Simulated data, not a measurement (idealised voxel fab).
process module | voxel spacer lines
cross-section cut | 200 nm wide | cells 5 nm
A cross-section is a grid of square cells, given in bands from the top down. A band is one or more rows of cells.
Each band's line starts with the height of the band's top and of its bottom, in nm. Then come its materials from left to right, each with its width in nm. One material with "throughout" fills the band from edge to edge. "air" is empty space.
Height 0 is the level under which the wafer as received is all one material. The lowest band goes on downwards, as in "0 down".
A width such as "30 to 40" changes by the same amount from each row of cells to the next, from the band's top row to its bottom row.
"no change" after a step means that no cell of the cross-section changed.
closed voids: empty space of 8 cells or more with no open way to the top, each as width x height at its distance from the left edge, in nm
after a step's settings: what the simulator itself notes on the step
overlay nm, on a step with a mask: how far to the right of its planned place the mask lay; to the left if negative
plan
1 op RECEIVE | material Si
2 op CONFORMAL_DEP | material Al2O3 | thk nm 10
3 op DIRECTIONAL_DEP | material TiN | thk nm 20
4 op DIRECTIONAL_DEP | material polySi | thk nm 30
5 op PATTERN | tone cover | mask id MANDREL | material resist | width nm 20 | pitch nm 60 | thk nm 35 | overlay nm 0
6 op DIRECTIONAL_ETCH | etch materials polySi | depth nm 30
7 op STRIP | etch materials resist
8 op CONFORMAL_DEP | material SiO2 | thk nm 10
9 op DIRECTIONAL_ETCH | etch materials SiO2 | depth nm 10
10 op STRIP | etch materials polySi
11 op DIRECTIONAL_ETCH | etch materials TiN | depth nm 20
12 op STRIP | etch materials SiO2
13 op FILL_DEP | material lowk | thk nm 5
14 op CMP | height nm 30
first wafer, as planned
as received, after step 1
  0 down: Si throughout
  closed voids: none
after step 2
  10 to 0: Al2O3 throughout
  below 0: unchanged
after step 3
  30 to 10: TiN throughout
  below 10: unchanged
after step 4
  60 to 30: polySi throughout
  below 30: unchanged
after step 5
  95 to 60: air 60 | resist 20 | air 40 | resist 20 | air 60
  below 60: unchanged
after step 6
  95 to 60: air 60 | resist 20 | air 40 | resist 20 | air 60
  60 to 30: air 60 | polySi 20 | air 40 | polySi 20 | air 60
  below 30: unchanged
after step 7
  60 to 30: air 60 | polySi 20 | air 40 | polySi 20 | air 60
  below 30: unchanged
after step 8
  70 to 60: air 50 | SiO2 40 | air 20 | SiO2 40 | air 50
  60 to 40: air 50 | SiO2 10 | polySi 20 | SiO2 10 | air 20 | SiO2 10 | polySi 20 | SiO2 10 | air 50
  40 to 30: SiO2 60 | polySi 20 | SiO2 40 | polySi 20 | SiO2 60
  below 30: unchanged
after step 9
  60 to 30: air 50 | SiO2 10 | polySi 20 | SiO2 10 | air 20 | SiO2 10 | polySi 20 | SiO2 10 | air 50
  below 30: unchanged
after step 10
  60 to 30: air 50 | SiO2 10 | air 20 | SiO2 10 | air 20 | SiO2 10 | air 20 | SiO2 10 | air 50
  below 30: unchanged
after step 11
  60 to 30: air 50 | SiO2 10 | air 20 | SiO2 10 | air 20 | SiO2 10 | air 20 | SiO2 10 | air 50
  30 to 10: air 50 | TiN 10 | air 20 | TiN 10 | air 20 | TiN 10 | air 20 | TiN 10 | air 50
  below 10: unchanged
after step 12
  30 to 10: air 50 | TiN 10 | air 20 | TiN 10 | air 20 | TiN 10 | air 20 | TiN 10 | air 50
  below 10: unchanged
after step 13
  35 to 30: lowk throughout
  30 to 10: lowk 50 | TiN 10 | lowk 20 | TiN 10 | lowk 20 | TiN 10 | lowk 20 | TiN 10 | lowk 50
  below 10: unchanged
after step 14
  30 to 10: lowk 50 | TiN 10 | lowk 20 | TiN 10 | lowk 20 | TiN 10 | lowk 20 | TiN 10 | lowk 50
  below 10: unchanged
second wafer: like start, like plan, one mistake. Through step 11 it matches the first wafer
when step 12 should have ended
  30 to 10: air 50 | TiN 10 | air 20 | TiN 10 | air 20 | TiN 10 | air 20 | TiN 10 | air 50
  below 10: unchanged
when step 13 should have ended
  35 to 30: lowk throughout
  30 to 10: lowk 50 | TiN 10 | lowk 20 | TiN 10 | lowk 20 | TiN 10 | lowk 20 | TiN 10 | lowk 50
  below 10: unchanged
when step 14 should have ended
  30 to 10: lowk 50 | TiN 10 | lowk 20 | TiN 10 | lowk 20 | TiN 10 | lowk 20 | TiN 10 | lowk 50
  below 10: unchanged
what went wrong: step 12 was run twice
at the end the two cross-sections are the same: no effect in what this model computes
